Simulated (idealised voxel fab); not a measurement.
Process module, titled voxel capacitor over wiring
Cross-section cut spans 275 nm and uses square cells 5 nm in size.
Heads up, the way a cross-section reads in here is a grid of square cells, handed over as bands from the top down, with every band being one or more rows of cells.
Heights first: top, then bottom, in nm. Then materials, left to right, each with a width in nm. "everywhere" on a single material: fills the band edge to edge. "empty": empty space.
Basically, 0 is our baseline, since under it the wafer straight out of the box is all one material. The bottom band has no lower end and keeps on going down, so it looks like "from 0 down".
It should be noted that a width expressed as "30..40" varies in equal increments from row to row of cells within the band, taking the value of the first number at the top row and that of the second number at the bottom row.
What does "nothing changed" mean for a step? It means no cell of the cross-section changed in that step.
What "Enclosed void listing" gives you is every empty space of 8 cells or more that is cut off from the top. Each appears as width x height at distance, with the distance taken from the left edge and width, height and distance all in nm.
Heads up: the bit after the settings on a step's line is the simulator's remark on that step.
overlay nm: step with mask; distance mask lay right of planned place; negative value = left of planned place.

-- Steps planned for the process
1: RECEIVE (material Si)
2: CONFORMAL_DEP (material SiO2; thk nm 15)
3: DIRECTIONAL_DEP (material TiN; thk nm 5)
4: DIRECTIONAL_DEP (material W; thk nm 20)
5: MASKED_ETCH (tone cover; mask id METAL_1; width nm 30; pitch nm 90; etch materials W; depth nm 20; overlay nm 0)
6: MASKED_ETCH (tone cover; mask id METAL_1; width nm 30; pitch nm 90; etch materials TiN; depth nm 5; overlay nm 0)
7: CONFORMAL_DEP (material SiN; thk nm 5)
8: FILL_DEP (material lowk; thk nm 10)
9: CMP (height nm 40)
10: CONFORMAL_DEP (material SiCN; thk nm 5)
11: DIRECTIONAL_DEP (material lowk; thk nm 15)
12: MASKED_ETCH (tone open; mask id PLUG_1; width nm 15; etch materials lowk; depth nm 15; overlay nm 0)
13: MASKED_ETCH (tone open; mask id PLUG_1; width nm 15; etch materials SiCN; depth nm 5; overlay nm 0)
14: EPI (material Ru; thk nm 10)
15: EPI (material Ru; thk nm 10)
16: DIRECTIONAL_DEP (material TiN; thk nm 10)
17: DIRECTIONAL_DEP (material HfO2; thk nm 5)
18: DIRECTIONAL_DEP (material TiN; thk nm 10)
19: MASKED_ETCH (tone cover; mask id UPPER_PLATE; width nm 65; etch materials TiN; depth nm 10; overlay nm 0)
20: MASKED_ETCH (tone cover; mask id UPPER_PLATE; width nm 65; etch materials HfO2; depth nm 5; overlay nm 0)
21: PATTERN (tone cover; mask id LOWER_PLATE; material resist; width nm 65; thk nm 20; overlay nm 0)
22: DIRECTIONAL_ETCH (etch materials TiN; depth nm 10)
23: STRIP (etch materials resist)
24: FILL_DEP (material SiO2; thk nm 15)
25: CMP (height nm 95)
26: DIRECTIONAL_DEP (material aC; thk nm 10)
27: PATTERN (tone open; mask id PLUG_2; material resist; width nm 15; thk nm 30; overlay nm 0)
28: DIRECTIONAL_ETCH (etch materials aC; depth nm 10)
29: STRIP (etch materials resist)
30: DIRECTIONAL_ETCH (etch materials SiO2; depth nm 10)
31: STRIP (etch materials aC)
32: CONFORMAL_DEP (material TiN; thk nm 5)
33: FILL_DEP (material Ru; thk nm 5)
34: CMP (height nm 95)
35: CONFORMAL_DEP (material SiN; thk nm 5)
Heads up: all these wafers start the same, and what changes between them is the width nm in step 21. The value you see in the plan is just what the first wafer got.

-- Cross-section of the first of several received wafers, showing its state after step 1
from 0 down | Si everywhere
Enclosed void listing: none

-- For your reference, the table is organized with a row per wafer; each row reflects the wafer at the end of the module, indicating for each material the cells gained (+) or lost (-) since receipt, and thereafter its closed voids
width nm 65; +13 HfO2; +13 Ru; +52 SiCN; +114 SiN; +479 SiO2; +69 TiN; +48 W; +312 lowk; Enclosed void listing: none
width nm 70; +13 HfO2; +13 Ru; +52 SiCN; +114 SiN; +477 SiO2; +71 TiN; +48 W; +312 lowk; Enclosed void listing: none
width nm 75; +13 HfO2; +13 Ru; +52 SiCN; +114 SiN; +475 SiO2; +73 TiN; +48 W; +312 lowk; Enclosed void listing: none
width nm 80; +13 HfO2; +13 Ru; +52 SiCN; +114 SiN; +473 SiO2; +75 TiN; +48 W; +312 lowk; Enclosed void listing: none
width nm 85; +13 HfO2; +13 Ru; +52 SiCN; +114 SiN; +471 SiO2; +77 TiN; +48 W; +312 lowk; Enclosed void listing: none
width nm 90; +13 HfO2; +13 Ru; +52 SiCN; +114 SiN; +469 SiO2; +79 TiN; +48 W; +312 lowk; Enclosed void listing: none
